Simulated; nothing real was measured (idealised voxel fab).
process module | voxel transistor to metal
cross-section cut | 165 nm wide | cells 5 nm
A cross-section is a grid of square cells, given in bands from the top down. A band is one or more rows of cells.
Each band's line starts with the height of the band's top and of its bottom, in nm. Then come its materials from left to right, each with its width in nm. One material with "throughout" fills the band from edge to edge. "air" is empty space.
Height 0 is the level under which the wafer as received is all one material. The lowest band goes on downwards, as in "0 down".
A width such as "30 to 40" changes by the same amount from each row of cells to the next, from the band's top row to its bottom row.
"no change" after a step means that no cell of the cross-section changed.
closed voids: empty space of 8 cells or more with no open way to the top, each as width x height at its distance from the left edge, in nm
after a step's settings: what the simulator itself notes on the step
overlay nm, on a step with a mask: how far to the right of its planned place the mask lay; to the left if negative
plan
1 op RECEIVE | material Si
2 op CONFORMAL_DEP | material SiO2 | thk nm 5
3 op CONFORMAL_DEP | material SiN | thk nm 15
4 op DIRECTIONAL_DEP | material aC | thk nm 10
5 op PATTERN | tone cover | mask id ACTIVE | material resist | width nm 105 | thk nm 30 | overlay nm 0
6 op DIRECTIONAL_ETCH | etch materials aC | depth nm 10
7 op STRIP | etch materials resist
8 op DIRECTIONAL_ETCH | etch materials SiN | depth nm 15
9 op DIRECTIONAL_ETCH | etch materials SiO2 | depth nm 5
10 op DIRECTIONAL_ETCH | etch materials Si | depth nm 30
11 op STRIP | etch materials aC
12 op OXIDIZE | depth nm 5
13 op FILL_DEP | material SiO2 | thk nm 10
14 op CMP | height nm 20
15 op SELECTIVE_ETCH | etch materials SiO2 | depth nm 10
16 op STRIP | etch materials SiN
17 op SELECTIVE_ETCH | etch materials SiO2 | depth nm 5
18 op OXIDIZE | depth nm 5
19 op DIRECTIONAL_DEP | material polySi | thk nm 20
20 op DIRECTIONAL_DEP | material SiCN | thk nm 10
21 op PATTERN | tone cover | mask id GATE | material resist | width nm 35 | thk nm 20 | overlay nm 0
22 op DIRECTIONAL_ETCH | etch materials SiCN | depth nm 20
23 op DIRECTIONAL_ETCH | etch materials polySi | depth nm 30
24 op STRIP | etch materials resist
25 op CONFORMAL_DEP | material SiO2 | thk nm 5
26 op DIRECTIONAL_ETCH | etch materials SiO2 | depth nm 5
27 op CONFORMAL_DEP | material SiN | thk nm 10
28 op DIRECTIONAL_ETCH | etch materials SiN | depth nm 10
29 op DIRECTIONAL_ETCH | etch materials SiO2 | depth nm 5
30 op DIRECTIONAL_ETCH | etch materials Si | depth nm 5
31 op EPI | material pSi | thk nm 5
32 op FILL_DEP | material SiO2 | thk nm 10
33 op CMP | height nm 20
34 op STRIP | etch materials polySi
35 op SELECTIVE_ETCH | etch materials SiO2 | depth nm 5
36 op CONFORMAL_DEP | material HfO2 | thk nm 5
37 op CONFORMAL_DEP | material TiN | thk nm 5
38 op FILL_DEP | material W | thk nm 10
39 op CMP | height nm 15
40 op DIRECTIONAL_DEP | material SiO2 | thk nm 15
41 op DIRECTIONAL_DEP | material aC | thk nm 10
42 op PATTERN | tone open | mask id CONTACT | material resist | width nm 15 | pitch nm 80 | thk nm 30 | overlay nm 0
43 op DIRECTIONAL_ETCH | etch materials aC | depth nm 10
44 op STRIP | etch materials resist
45 op DIRECTIONAL_ETCH | etch materials SiO2 | depth nm 30
46 op STRIP | etch materials aC
47 op CONFORMAL_DEP | material TiN | thk nm 5
48 op FILL_DEP | material Ru | thk nm 5
49 op CMP | height nm 30
50 op DIRECTIONAL_DEP | material TiN | thk nm 5
51 op DIRECTIONAL_DEP | material Ru | thk nm 20
52 op MASKED_ETCH | tone cover | mask id METAL_1 | width nm 15 | pitch nm 80 | etch materials Ru | depth nm 20 | overlay nm 0
53 op MASKED_ETCH | tone cover | mask id METAL_1 | width nm 15 | pitch nm 80 | etch materials TiN | depth nm 5 | overlay nm 0
54 op CONFORMAL_DEP | material SiN | thk nm 5
55 op FILL_DEP | material lowk | thk nm 10
56 op CMP | height nm 55
57 op CONFORMAL_DEP | material SiCN | thk nm 5
58 op DIRECTIONAL_DEP | material SiO2 | thk nm 25
59 op DIRECTIONAL_DEP | material aC | thk nm 10
60 op PATTERN | tone open | mask id METAL_2 | material resist | width nm 15 | pitch nm 80 | thk nm 25 | overlay nm 0
61 op DIRECTIONAL_ETCH | etch materials aC | depth nm 10
62 op STRIP | etch materials resist
63 op DIRECTIONAL_ETCH | etch materials SiO2 | depth nm 15
64 op STRIP | etch materials aC
65 op MASKED_ETCH | tone open | mask id METAL_2_HOLES | width nm 15 | pitch nm 80 | etch materials SiO2 | depth nm 10 | overlay nm 0
66 op MASKED_ETCH | tone open | mask id METAL_2_HOLES | width nm 15 | pitch nm 80 | etch materials SiCN | depth nm 5 | overlay nm 0
67 op CONFORMAL_DEP | material TiN | thk nm 5
68 op FILL_DEP | material Cu | thk nm 10
69 op CMP | height nm 85
70 op CONFORMAL_DEP | material SiN | thk nm 5
as received, after step 1
  0 down: Si throughout
  closed voids: none
first wafer at the end, as planned
  90 to 85: SiN throughout
  85 to 60: SiO2 35 | TiN 5 | Cu 5 | TiN 5 | SiO2 65 | TiN 5 | Cu 5 | TiN 5 | SiO2 35
  60 to 55: SiCN 35 | TiN 15 | SiCN 65 | TiN 15 | SiCN 35
  55 to 35: lowk 30 | SiN 5 | Ru 15 | SiN 5 | lowk 55 | SiN 5 | Ru 15 | SiN 5 | lowk 30
  35 to 30: SiN 35 | TiN 15 | SiN 65 | TiN 15 | SiN 35
  30 to 15: SiO2 35 | TiN 5 | Ru 5 | TiN 5 | SiO2 65 | TiN 5 | Ru 5 | TiN 5 | SiO2 35
  15 to 10: SiO2 35 | TiN 5 | Ru 5 | TiN 5 | SiN 10 | HfO2 5 | TiN 5 | W 25 | TiN 5 | HfO2 5 | SiN 10 | TiN 5 | Ru 5 | TiN 5 | SiO2 35
  10 to 5: SiO2 35 | TiN 15 | SiN 10 | HfO2 5 | TiN 5 | W 25 | TiN 5 | HfO2 5 | SiN 10 | TiN 15 | SiO2 35
  5 to 0: SiO2 30 | SiN 10 | TiN 10 | SiN 10 | HfO2 5 | TiN 35 | HfO2 5 | SiN 10 | TiN 10 | SiN 10 | SiO2 30
  0 to -5: SiO2 40 | pSi 10 | SiO2 10 | HfO2 45 | SiO2 10 | pSi 10 | SiO2 40
  -5 to -10: SiO2 35 | Si 5 | pSi 10 | Si 65 | pSi 10 | Si 5 | SiO2 35
  -10 to -35: SiO2 35 | Si 95 | SiO2 35
  -35 down: Si throughout
  closed voids: none
second wafer at the end: like start, like plan, one mistake
  90 to 85: SiN throughout
  85 to 60: SiO2 35 | TiN 5 | Cu 5 | TiN 5 | SiO2 65 | TiN 5 | Cu 5 | TiN 5 | SiO2 35
  60 to 55: SiCN 35 | TiN 15 | SiCN 65 | TiN 15 | SiCN 35
  55 to 35: lowk 30 | SiN 5 | Ru 15 | SiN 5 | lowk 55 | SiN 5 | Ru 15 | SiN 5 | lowk 30
  35 to 30: SiN 35 | TiN 15 | SiN 65 | TiN 15 | SiN 35
  30 to 15: SiO2 35 | TiN 5 | Ru 5 | TiN 5 | SiO2 65 | TiN 5 | Ru 5 | TiN 5 | SiO2 35
  15 to 10: SiO2 35 | TiN 5 | Ru 5 | TiN 5 | SiN 10 | TiN 10 | W 25 | TiN 10 | SiN 10 | TiN 5 | Ru 5 | TiN 5 | SiO2 35
  10 to 5: SiO2 35 | TiN 15 | SiN 10 | TiN 10 | W 25 | TiN 10 | SiN 10 | TiN 15 | SiO2 35
  5 to 0: SiO2 30 | SiN 10 | TiN 10 | SiN 10 | TiN 45 | SiN 10 | TiN 10 | SiN 10 | SiO2 30
  0 to -5: SiO2 40 | pSi 10 | SiO2 10 | TiN 45 | SiO2 10 | pSi 10 | SiO2 40
  -5 to -10: SiO2 35 | Si 5 | pSi 10 | Si 65 | pSi 10 | Si 5 | SiO2 35
  -10 to -35: SiO2 35 | Si 95 | SiO2 35
  -35 down: Si throughout
  closed voids: none
what went wrong: step 36 ran as: op CONFORMAL_DEP | material TiN | thk nm 5
at the end the second wafer has, in cells: 15 fewer of HfO2 | 15 more of TiN
